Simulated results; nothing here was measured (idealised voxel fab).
process module | voxel quadruple lines
cross-section cut | 270 nm wide | cells 5 nm
A cross-section is a grid of square cells, given in bands from the top down. A band is one or more rows of cells.
Each band's line starts with the height of the band's top and of its bottom, in nm. Then come its materials from left to right, each with its width in nm. One material with "throughout" fills the band from edge to edge. "air" is empty space.
Height 0 is the level under which the wafer as received is all one material. The lowest band goes on downwards, as in "0 down".
A width such as "30 to 40" changes by the same amount from each row of cells to the next, from the band's top row to its bottom row.
"no change" after a step means that no cell of the cross-section changed.
closed voids: empty space of 8 cells or more with no open way to the top, each as width x height at its distance from the left edge, in nm
after a step's settings: what the simulator itself notes on the step
overlay nm, on a step with a mask: how far to the right of its planned place the mask lay; to the left if negative
plan
1 op RECEIVE | material Si
2 op CONFORMAL_DEP | material SiO2 | thk nm 10
3 op DIRECTIONAL_DEP | material Ru | thk nm 10
4 op DIRECTIONAL_DEP | material polySi | thk nm 15
5 op DIRECTIONAL_DEP | material aC | thk nm 25
6 op PATTERN | tone cover | mask id MANDREL | material resist | width nm 30 | pitch nm 80 | thk nm 30 | overlay nm 0
7 op DIRECTIONAL_ETCH | etch materials aC | depth nm 25
8 op STRIP | etch materials resist
9 op CONFORMAL_DEP | material SiO2 | thk nm 10
10 op DIRECTIONAL_ETCH | etch materials SiO2 | depth nm 10
11 op STRIP | etch materials aC
12 op DIRECTIONAL_ETCH | etch materials polySi | depth nm 15
13 op STRIP | etch materials SiO2
14 op CONFORMAL_DEP | material SiCN | thk nm 10
15 op DIRECTIONAL_ETCH | etch materials SiCN | depth nm 10
16 op STRIP | etch materials polySi
17 op DIRECTIONAL_ETCH | etch materials Ru | depth nm 10
18 op STRIP | etch materials SiCN
as received, after step 1
  0 down: Si throughout
  closed voids: none
a wafer at the end: this start, this plan, one mistake
  20 to 10: air 65 | Ru 10 | air 5 | Ru 10 | air 10 | Ru 10 | air 5 | Ru 10 | air 20 | Ru 10 | air 5 | Ru 10 | air 10 | Ru 10 | air 5 | Ru 10 | air 65
  10 to 0: SiO2 throughout
  0 down: Si throughout
  closed voids: none
what went wrong: step 9 ran as: op CONFORMAL_DEP | material SiO2 | thk nm 5
